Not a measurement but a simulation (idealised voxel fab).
The process module presented herein is designated voxel capacitor over wiring.
This is section cut - it's 150 nm across, gridded in 5 nm square cells.
Cross-section spec: square-cell grid; bands listed top down; each band is one or more rows. The entry gives the band's vertical extent as a top height and a bottom height in nm, then its horizontal make-up as materials from left to right, each with a width in nm. "empty" stands for empty space; a single material marked "all across" fills the band edge to edge. Counting heights begins at 0, where everything beneath is, in the wafer as received, one material. The lowest band has no bottom; it goes on downwards, as "0 nm and below" shows. With a width like "30..40", each row of cells in the band differs from the next by the same amount, the top row carrying the first number and the bottom row the second. When a step is marked "nothing altered", none of the cells in the cross-section changed during that step. In "Voids, enclosed" the enclosed voids are listed, meaning empty spaces of 8 cells or larger without any opening to the top. The form is width x height at distance, distance from the left edge, units nm. On a step's line, text after the settings is the simulator commenting on that step. The optional step-line setting "overlay nm" applies to steps with a mask and quantifies how far to the right of its planned location the mask lay, a negative value indicating leftward placement.
The planned process steps are enumerated hereunder
1 RECEIVE | material Si
2 CONFORMAL_DEP | material SiO2 | thk nm 15
3 CONFORMAL_DEP | material SiN | thk nm 5
4 DIRECTIONAL_DEP | material lowk | thk nm 20
5 PATTERN | tone open | mask id METAL_1 | material resist | width nm 25 | pitch nm 90 | thk nm 20 | overlay nm 0
6 DIRECTIONAL_ETCH | etch materials lowk | depth nm 20
7 DIRECTIONAL_ETCH | etch materials SiN | depth nm 5
8 STRIP | etch materials resist
9 CONFORMAL_DEP | material TiN | thk nm 5
10 FILL_DEP | material W | thk nm 5
11 CMP | height nm 40
12 CONFORMAL_DEP | material SiCN | thk nm 5
13 DIRECTIONAL_DEP | material lowk | thk nm 20
14 DIRECTIONAL_DEP | material aC | thk nm 15
15 PATTERN | tone open | mask id PLUG_1 | material resist | width nm 15 | thk nm 35 | overlay nm 0
16 DIRECTIONAL_ETCH | etch materials aC | depth nm 15
17 STRIP | etch materials resist
18 DIRECTIONAL_ETCH | etch materials lowk | depth nm 20
19 DIRECTIONAL_ETCH | etch materials SiCN | depth nm 5
20 STRIP | etch materials aC
21 EPI | material Ru | thk nm 10
22 EPI | material Ru | thk nm 10
23 EPI | material Ru | thk nm 5
24 DIRECTIONAL_DEP | material TiN | thk nm 10
25 DIRECTIONAL_DEP | material Al2O3 | thk nm 5
26 DIRECTIONAL_DEP | material TiN | thk nm 5
27 PATTERN | tone cover | mask id UPPER_PLATE | material resist | width nm 70 | thk nm 20 | overlay nm 0
28 DIRECTIONAL_ETCH | etch materials TiN | depth nm 5
29 DIRECTIONAL_ETCH | etch materials Al2O3 | depth nm 5
30 STRIP | etch materials resist
31 DIRECTIONAL_DEP | material aC | thk nm 10
32 PATTERN | tone cover | mask id LOWER_PLATE | material resist | width nm 80 | thk nm 25 | overlay nm 0
33 DIRECTIONAL_ETCH | etch materials aC | depth nm 10
34 STRIP | etch materials resist
35 DIRECTIONAL_ETCH | etch materials TiN | depth nm 10
36 STRIP | etch materials aC
37 FILL_DEP | material SiO2 | thk nm 20
38 CMP | height nm 100
39 DIRECTIONAL_DEP | material aC | thk nm 15
40 PATTERN | tone open | mask id PLUG_2 | material resist | width nm 15 | thk nm 30 | overlay nm 0
41 DIRECTIONAL_ETCH | etch materials aC | depth nm 15
42 STRIP | etch materials resist
43 DIRECTIONAL_ETCH | etch materials SiO2 | depth nm 15
44 STRIP | etch materials aC
45 CONFORMAL_DEP | material TiN | thk nm 5
46 FILL_DEP | material Cu | thk nm 10
47 CMP | height nm 100
48 CONFORMAL_DEP | material SiCN | thk nm 5
On the first of the two wafers: run conducted according to plan
Cross-section: wafer on arrival = after step 1
* 0 nm and below  Si all across
* Voids, enclosed: none
So this is the wafer cross-section right after step 2
* 15 nm to 0 nm  SiO2 all across
* below 0: unchanged
So this is the wafer cross-section right after step 3
* 20 nm to 15 nm  SiN all across
* below 15: unchanged
So this is the wafer cross-section right after step 4
* 40 nm to 20 nm  lowk all across
* below 20: unchanged
So this is the wafer cross-section right after step 5
* 60 nm to 40 nm  resist 15 | empty 25 | resist 65 | empty 25 | resist 20
* below 40: unchanged
So this is the wafer cross-section right after step 6
* 60 nm to 40 nm  resist 15 | empty 25 | resist 65 | empty 25 | resist 20
* 40 nm to 20 nm  lowk 15 | empty 25 | lowk 65 | empty 25 | lowk 20
* below 20: unchanged
So this is the wafer cross-section right after step 7
* 60 nm to 40 nm  resist 15 | empty 25 | resist 65 | empty 25 | resist 20
* 40 nm to 20 nm  lowk 15 | empty 25 | lowk 65 | empty 25 | lowk 20
* 20 nm to 15 nm  SiN 15 | empty 25 | SiN 65 | empty 25 | SiN 20
* below 15: unchanged
So this is the wafer cross-section right after step 8
* 40 nm to 20 nm  lowk 15 | empty 25 | lowk 65 | empty 25 | lowk 20
* below 20: unchanged
So this is the wafer cross-section right after step 9
* 45 nm to 40 nm  TiN 20 | empty 15 | TiN 75 | empty 15 | TiN 25
* 40 nm to 20 nm  lowk 15 | TiN 5 | empty 15 | TiN 5 | lowk 65 | TiN 5 | empty 15 | TiN 5 | lowk 20
* 20 nm to 15 nm  SiN 15 | TiN 25 | SiN 65 | TiN 25 | SiN 20
* below 15: unchanged
So this is the wafer cross-section right after step 10
* 50 nm to 45 nm  W all across
* 45 nm to 40 nm  TiN 20 | W 15 | TiN 75 | W 15 | TiN 25
* 40 nm to 20 nm  lowk 15 | TiN 5 | W 15 | TiN 5 | lowk 65 | TiN 5 | W 15 | TiN 5 | lowk 20
* below 20: unchanged
So this is the wafer cross-section right after step 11
* 40 nm to 20 nm  lowk 15 | TiN 5 | W 15 | TiN 5 | lowk 65 | TiN 5 | W 15 | TiN 5 | lowk 20
* below 20: unchanged
So this is the wafer cross-section right after step 12
* 45 nm to 40 nm  SiCN all across
* below 40: unchanged
So this is the wafer cross-section right after step 13
* 65 nm to 45 nm  lowk all across
* below 45: unchanged
So this is the wafer cross-section right after step 14
* 80 nm to 65 nm  aC all across
* below 65: unchanged
So this is the wafer cross-section right after step 15
* 115 nm to 80 nm  resist 25 | empty 15 | resist 110
* below 80: unchanged
So this is the wafer cross-section right after step 16
* 100 nm to 80 nm  resist 25 | empty 15 | resist 110
* 80 nm to 65 nm  aC 25 | empty 15 | aC 110
* below 65: unchanged
So this is the wafer cross-section right after step 17
* 80 nm to 65 nm  aC 25 | empty 15 | aC 110
* below 65: unchanged
So this is the wafer cross-section right after step 18
* 80 nm to 65 nm  aC 25 | empty 15 | aC 110
* 65 nm to 45 nm  lowk 25 | empty 15 | lowk 110
* below 45: unchanged
So this is the wafer cross-section right after step 19
* 80 nm to 65 nm  aC 25 | empty 15 | aC 110
* 65 nm to 45 nm  lowk 25 | empty 15 | lowk 110
* 45 nm to 40 nm  SiCN 25 | empty 15 | SiCN 110
* below 40: unchanged
So this is the wafer cross-section right after step 20
* 65 nm to 45 nm  lowk 25 | empty 15 | lowk 110
* below 45: unchanged
So this is the wafer cross-section right after step 21
* 65 nm to 50 nm  lowk 25 | empty 15 | lowk 110
* 50 nm to 45 nm  lowk 25 | Ru 15 | lowk 110
* 45 nm to 40 nm  SiCN 25 | Ru 15 | SiCN 110
* below 40: unchanged
So this is the wafer cross-section right after step 22
* 65 nm to 60 nm  lowk 25 | empty 15 | lowk 110
* 60 nm to 45 nm  lowk 25 | Ru 15 | lowk 110
* below 45: unchanged
So this is the wafer cross-section right after step 23
* 65 nm to 45 nm  lowk 25 | Ru 15 | lowk 110
* below 45: unchanged
So this is the wafer cross-section right after step 24
* 75 nm to 65 nm  TiN all across
* below 65: unchanged
So this is the wafer cross-section right after step 25
* 80 nm to 75 nm  Al2O3 all across
* below 75: unchanged
So this is the wafer cross-section right after step 26
* 85 nm to 80 nm  TiN all across
* below 80: unchanged
So this is the wafer cross-section right after step 27
* 105 nm to 85 nm  empty 25 | resist 70 | empty 55
* below 85: unchanged
So this is the wafer cross-section right after step 28
* 105 nm to 85 nm  empty 25 | resist 70 | empty 55
* 85 nm to 80 nm  empty 25 | TiN 70 | empty 55
* below 80: unchanged
So this is the wafer cross-section right after step 29
* 105 nm to 85 nm  empty 25 | resist 70 | empty 55
* 85 nm to 80 nm  empty 25 | TiN 70 | empty 55
* 80 nm to 75 nm  empty 25 | Al2O3 70 | empty 55
* below 75: unchanged
So this is the wafer cross-section right after step 30
* 85 nm to 80 nm  empty 25 | TiN 70 | empty 55
* below 80: unchanged
So this is the wafer cross-section right after step 31
* 95 nm to 85 nm  empty 25 | aC 70 | empty 55
* 85 nm to 80 nm  aC 25 | TiN 70 | aC 55
* 80 nm to 75 nm  aC 25 | Al2O3 70 | aC 55
* below 75: unchanged
So this is the wafer cross-section right after step 32
* 120 nm to 95 nm  empty 20 | resist 80 | empty 50
* 95 nm to 85 nm  empty 20 | resist 5 | aC 70 | resist 5 | empty 50
* below 85: unchanged
So this is the wafer cross-section right after step 33
* 110 nm to 95 nm  empty 20 | resist 80 | empty 50
* 95 nm to 85 nm  empty 20 | resist 5 | aC 70 | resist 5 | empty 50
* 85 nm to 80 nm  empty 20 | aC 5 | TiN 70 | aC 5 | empty 50
* 80 nm to 75 nm  empty 20 | aC 5 | Al2O3 70 | aC 5 | empty 50
* below 75: unchanged
So this is the wafer cross-section right after step 34
* 95 nm to 85 nm  empty 25 | aC 70 | empty 55
* below 85: unchanged
So this is the wafer cross-section right after step 35
* 95 nm to 85 nm  empty 25 | aC 70 | empty 55
* 85 nm to 80 nm  empty 20 | aC 5 | TiN 70 | aC 5 | empty 50
* 80 nm to 75 nm  empty 20 | aC 5 | Al2O3 70 | aC 5 | empty 50
* 75 nm to 65 nm  empty 20 | TiN 80 | empty 50
* below 65: unchanged
So this is the wafer cross-section right after step 36
* 85 nm to 80 nm  empty 25 | TiN 70 | empty 55
* 80 nm to 75 nm  empty 25 | Al2O3 70 | empty 55
* below 75: unchanged
So this is the wafer cross-section right after step 37
* 105 nm to 85 nm  SiO2 all across
* 85 nm to 80 nm  SiO2 25 | TiN 70 | SiO2 55
* 80 nm to 75 nm  SiO2 25 | Al2O3 70 | SiO2 55
* 75 nm to 65 nm  SiO2 20 | TiN 80 | SiO2 50
* below 65: unchanged
So this is the wafer cross-section right after step 38
* 100 nm to 85 nm  SiO2 all across
* below 85: unchanged
So this is the wafer cross-section right after step 39
* 115 nm to 100 nm  aC all across
* below 100: unchanged
So this is the wafer cross-section right after step 40
* 145 nm to 115 nm  resist 35 | empty 15 | resist 100
* below 115: unchanged
So this is the wafer cross-section right after step 41
* 130 nm to 115 nm  resist 35 | empty 15 | resist 100
* 115 nm to 100 nm  aC 35 | empty 15 | aC 100
* below 100: unchanged
So this is the wafer cross-section right after step 42
* 115 nm to 100 nm  aC 35 | empty 15 | aC 100
* below 100: unchanged
So this is the wafer cross-section right after step 43
* 115 nm to 100 nm  aC 35 | empty 15 | aC 100
* 100 nm to 85 nm  SiO2 35 | empty 15 | SiO2 100
* below 85: unchanged
So this is the wafer cross-section right after step 44
* 100 nm to 85 nm  SiO2 35 | empty 15 | SiO2 100
* below 85: unchanged
So this is the wafer cross-section right after step 45
* 105 nm to 100 nm  TiN 40 | empty 5 | TiN 105
* 100 nm to 90 nm  SiO2 35 | TiN 5 | empty 5 | TiN 5 | SiO2 100
* 90 nm to 80 nm  SiO2 35..25 | TiN 15..70 | SiO2 100..55
* below 80: unchanged
So this is the wafer cross-section right after step 46
* 115 nm to 105 nm  Cu all across
* 105 nm to 100 nm  TiN 40 | Cu 5 | TiN 105
* 100 nm to 90 nm  SiO2 35 | TiN 5 | Cu 5 | TiN 5 | SiO2 100
* below 90: unchanged
So this is the wafer cross-section right after step 47
* 100 nm to 90 nm  SiO2 35 | TiN 5 | Cu 5 | TiN 5 | SiO2 100
* below 90: unchanged
So this is the wafer cross-section right after step 48
* 105 nm to 100 nm  SiCN all across
* below 100: unchanged
Wafer two. Identical start, identical plan. One mistake in execution. Identical history through step 4
Second wafer shown in cross-section at the time step 5 was slated to end
* 60 nm to 40 nm  resist 20 | empty 20 | resist 70 | empty 20 | resist 20
* below 40: unchanged
Second wafer shown in cross-section at the time step 6 was slated to end
* 60 nm to 40 nm  resist 20 | empty 20 | resist 70 | empty 20 | resist 20
* 40 nm to 20 nm  lowk 20 | empty 20 | lowk 70 | empty 20 | lowk 20
* below 20: unchanged
Second wafer shown in cross-section at the time step 7 was slated to end
* 60 nm to 40 nm  resist 20 | empty 20 | resist 70 | empty 20 | resist 20
* 40 nm to 20 nm  lowk 20 | empty 20 | lowk 70 | empty 20 | lowk 20
* 20 nm to 15 nm  SiN 20 | empty 20 | SiN 70 | empty 20 | SiN 20
* below 15: unchanged
Second wafer shown in cross-section at the time step 8 was slated to end
* 40 nm to 20 nm  lowk 20 | empty 20 | lowk 70 | empty 20 | lowk 20
* below 20: unchanged
Second wafer shown in cross-section at the time step 9 was slated to end
* 45 nm to 40 nm  TiN 25 | empty 10 | TiN 80 | empty 10 | TiN 25
* 40 nm to 20 nm  lowk 20 | TiN 5 | empty 10 | TiN 5 | lowk 70 | TiN 5 | empty 10 | TiN 5 | lowk 20
* 20 nm to 15 nm  SiN 20 | TiN 20 | SiN 70 | TiN 20 | SiN 20
* below 15: unchanged
Second wafer shown in cross-section at the time step 10 was slated to end
* 50 nm to 45 nm  W all across
* 45 nm to 40 nm  TiN 25 | W 10 | TiN 80 | W 10 | TiN 25
* 40 nm to 20 nm  lowk 20 | TiN 5 | W 10 | TiN 5 | lowk 70 | TiN 5 | W 10 | TiN 5 | lowk 20
* below 20: unchanged
Second wafer shown in cross-section at the time step 11 was slated to end
* 40 nm to 20 nm  lowk 20 | TiN 5 | W 10 | TiN 5 | lowk 70 | TiN 5 | W 10 | TiN 5 | lowk 20
* below 20: unchanged
Second wafer shown in cross-section at the time step 12 was slated to end
* 45 nm to 40 nm  SiCN all across
* below 40: unchanged
Second wafer shown in cross-section at the time step 13 was slated to end
* 65 nm to 45 nm  lowk all across
* below 45: unchanged
Second wafer shown in cross-section at the time step 14 was slated to end
* 80 nm to 65 nm  aC all across
* below 65: unchanged
Second wafer shown in cross-section at the time step 15 was slated to end
* 115 nm to 80 nm  resist 25 | empty 15 | resist 110
* below 80: unchanged
Second wafer shown in cross-section at the time step 16 was slated to end
* 100 nm to 80 nm  resist 25 | empty 15 | resist 110
* 80 nm to 65 nm  aC 25 | empty 15 | aC 110
* below 65: unchanged
Second wafer shown in cross-section at the time step 17 was slated to end
* 80 nm to 65 nm  aC 25 | empty 15 | aC 110
* below 65: unchanged
Second wafer shown in cross-section at the time step 18 was slated to end
* 80 nm to 65 nm  aC 25 | empty 15 | aC 110
* 65 nm to 45 nm  lowk 25 | empty 15 | lowk 110
* below 45: unchanged
Second wafer shown in cross-section at the time step 19 was slated to end
* 80 nm to 65 nm  aC 25 | empty 15 | aC 110
* 65 nm to 45 nm  lowk 25 | empty 15 | lowk 110
* 45 nm to 40 nm  SiCN 25 | empty 15 | SiCN 110
* below 40: unchanged
Second wafer shown in cross-section at the time step 20 was slated to end
* 65 nm to 45 nm  lowk 25 | empty 15 | lowk 110
* below 45: unchanged
Second wafer shown in cross-section at the time step 21 was slated to end
* 65 nm to 50 nm  lowk 25 | empty 15 | lowk 110
* 50 nm to 45 nm  lowk 25 | Ru 15 | lowk 110
* 45 nm to 40 nm  SiCN 25 | Ru 15 | SiCN 110
* below 40: unchanged
Second wafer shown in cross-section at the time step 22 was slated to end
* 65 nm to 60 nm  lowk 25 | empty 15 | lowk 110
* 60 nm to 45 nm  lowk 25 | Ru 15 | lowk 110
* below 45: unchanged
Second wafer shown in cross-section at the time step 23 was slated to end
* 65 nm to 45 nm  lowk 25 | Ru 15 | lowk 110
* below 45: unchanged
Second wafer shown in cross-section at the time step 24 was slated to end
* 75 nm to 65 nm  TiN all across
* below 65: unchanged
Second wafer shown in cross-section at the time step 25 was slated to end
* 80 nm to 75 nm  Al2O3 all across
* below 75: unchanged
Second wafer shown in cross-section at the time step 26 was slated to end
* 85 nm to 80 nm  TiN all across
* below 80: unchanged
Second wafer shown in cross-section at the time step 27 was slated to end
* 105 nm to 85 nm  empty 25 | resist 70 | empty 55
* below 85: unchanged
Second wafer shown in cross-section at the time step 28 was slated to end
* 105 nm to 85 nm  empty 25 | resist 70 | empty 55
* 85 nm to 80 nm  empty 25 | TiN 70 | empty 55
* below 80: unchanged
Second wafer shown in cross-section at the time step 29 was slated to end
* 105 nm to 85 nm  empty 25 | resist 70 | empty 55
* 85 nm to 80 nm  empty 25 | TiN 70 | empty 55
* 80 nm to 75 nm  empty 25 | Al2O3 70 | empty 55
* below 75: unchanged
Second wafer shown in cross-section at the time step 30 was slated to end
* 85 nm to 80 nm  empty 25 | TiN 70 | empty 55
* below 80: unchanged
Second wafer shown in cross-section at the time step 31 was slated to end
* 95 nm to 85 nm  empty 25 | aC 70 | empty 55
* 85 nm to 80 nm  aC 25 | TiN 70 | aC 55
* 80 nm to 75 nm  aC 25 | Al2O3 70 | aC 55
* below 75: unchanged
Second wafer shown in cross-section at the time step 32 was slated to end
* 120 nm to 95 nm  empty 20 | resist 80 | empty 50
* 95 nm to 85 nm  empty 20 | resist 5 | aC 70 | resist 5 | empty 50
* below 85: unchanged
Second wafer shown in cross-section at the time step 33 was slated to end
* 110 nm to 95 nm  empty 20 | resist 80 | empty 50
* 95 nm to 85 nm  empty 20 | resist 5 | aC 70 | resist 5 | empty 50
* 85 nm to 80 nm  empty 20 | aC 5 | TiN 70 | aC 5 | empty 50
* 80 nm to 75 nm  empty 20 | aC 5 | Al2O3 70 | aC 5 | empty 50
* below 75: unchanged
Second wafer shown in cross-section at the time step 34 was slated to end
* 95 nm to 85 nm  empty 25 | aC 70 | empty 55
* below 85: unchanged
Second wafer shown in cross-section at the time step 35 was slated to end
* 95 nm to 85 nm  empty 25 | aC 70 | empty 55
* 85 nm to 80 nm  empty 20 | aC 5 | TiN 70 | aC 5 | empty 50
* 80 nm to 75 nm  empty 20 | aC 5 | Al2O3 70 | aC 5 | empty 50
* 75 nm to 65 nm  empty 20 | TiN 80 | empty 50
* below 65: unchanged
Second wafer shown in cross-section at the time step 36 was slated to end
* 85 nm to 80 nm  empty 25 | TiN 70 | empty 55
* 80 nm to 75 nm  empty 25 | Al2O3 70 | empty 55
* below 75: unchanged
Second wafer shown in cross-section at the time step 37 was slated to end
* 105 nm to 85 nm  SiO2 all across
* 85 nm to 80 nm  SiO2 25 | TiN 70 | SiO2 55
* 80 nm to 75 nm  SiO2 25 | Al2O3 70 | SiO2 55
* 75 nm to 65 nm  SiO2 20 | TiN 80 | SiO2 50
* below 65: unchanged
Second wafer shown in cross-section at the time step 38 was slated to end
* 100 nm to 85 nm  SiO2 all across
* below 85: unchanged
Second wafer shown in cross-section at the time step 39 was slated to end
* 115 nm to 100 nm  aC all across
* below 100: unchanged
Second wafer shown in cross-section at the time step 40 was slated to end
* 145 nm to 115 nm  resist 35 | empty 15 | resist 100
* below 115: unchanged
Second wafer shown in cross-section at the time step 41 was slated to end
* 130 nm to 115 nm  resist 35 | empty 15 | resist 100
* 115 nm to 100 nm  aC 35 | empty 15 | aC 100
* below 100: unchanged
Second wafer shown in cross-section at the time step 42 was slated to end
* 115 nm to 100 nm  aC 35 | empty 15 | aC 100
* below 100: unchanged
Second wafer shown in cross-section at the time step 43 was slated to end
* 115 nm to 100 nm  aC 35 | empty 15 | aC 100
* 100 nm to 85 nm  SiO2 35 | empty 15 | SiO2 100
* below 85: unchanged
Second wafer shown in cross-section at the time step 44 was slated to end
* 100 nm to 85 nm  SiO2 35 | empty 15 | SiO2 100
* below 85: unchanged
Second wafer shown in cross-section at the time step 45 was slated to end
* 105 nm to 100 nm  TiN 40 | empty 5 | TiN 105
* 100 nm to 90 nm  SiO2 35 | TiN 5 | empty 5 | TiN 5 | SiO2 100
* 90 nm to 80 nm  SiO2 35..25 | TiN 15..70 | SiO2 100..55
* below 80: unchanged
Second wafer shown in cross-section at the time step 46 was slated to end
* 115 nm to 105 nm  Cu all across
* 105 nm to 100 nm  TiN 40 | Cu 5 | TiN 105
* 100 nm to 90 nm  SiO2 35 | TiN 5 | Cu 5 | TiN 5 | SiO2 100
* below 90: unchanged
Second wafer shown in cross-section at the time step 47 was slated to end
* 100 nm to 90 nm  SiO2 35 | TiN 5 | Cu 5 | TiN 5 | SiO2 100
* below 90: unchanged
Second wafer shown in cross-section at the time step 48 was slated to end
* 105 nm to 100 nm  SiCN all across
* below 100: unchanged
What was done differently from what was planned? step 5 off recipe, ran as PATTERN | tone open | mask id METAL_1 | material resist | width nm 20 | pitch nm 90 | thk nm 20 | overlay nm 0
Final tally in cells, some materials are higher or lower on the second wafer than on the first: +2 SiN, -2 TiN, -8 W, +8 lowk
